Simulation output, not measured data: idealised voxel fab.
process module | voxel tone inversion
cross-section cut | 220 nm wide | cells 5 nm
A cross-section is a grid of square cells, given in bands from the top down. A band is one or more rows of cells.
Each band's line starts with the height of the band's top and of its bottom, in nm. Then come its materials from left to right, each with its width in nm. One material with "throughout" fills the band from edge to edge. "air" is empty space.
Height 0 is the level under which the wafer as received is all one material. The lowest band goes on downwards, as in "0 down".
A width such as "30 to 40" changes by the same amount from each row of cells to the next, from the band's top row to its bottom row.
"no change" after a step means that no cell of the cross-section changed.
closed voids: empty space of 8 cells or more with no open way to the top, each as width x height at its distance from the left edge, in nm
after a step's settings: what the simulator itself notes on the step
overlay nm, on a step with a mask: how far to the right of its planned place the mask lay; to the left if negative
plan
1 op RECEIVE | material Si
2 op CONFORMAL_DEP | material SiN | thk nm 10
3 op DIRECTIONAL_DEP | material polySi | thk nm 15
4 op PATTERN | tone cover | mask id POSTS | material resist | width nm 25 | pitch nm 40 | thk nm 20 | overlay nm 0
5 op DIRECTIONAL_ETCH | etch materials polySi | depth nm 15
6 op STRIP | etch materials resist
7 op FILL_DEP | material SiO2 | thk nm 10
8 op CMP | height nm 25
9 op STRIP | etch materials polySi
as received, after step 1
  0 down: Si throughout
  closed voids: none
first wafer at the end, as planned
  25 to 10: SiO2 55 | air 25 | SiO2 15 | air 25 | SiO2 15 | air 25 | SiO2 60
  10 to 0: SiN throughout
  0 down: Si throughout
  closed voids: none
second wafer at the end: like start, like plan, one mistake
  25 to 10: air 55 | SiO2 25 | air 15 | SiO2 25 | air 15 | SiO2 25 | air 60
  10 to 0: SiN throughout
  0 down: Si throughout
  closed voids: none
what went wrong: step 4 ran as: op PATTERN | tone open | mask id POSTS | material resist | width nm 25 | pitch nm 40 | thk nm 20 | overlay nm 0
at the end the second wafer has, in cells: 42 fewer of SiO2
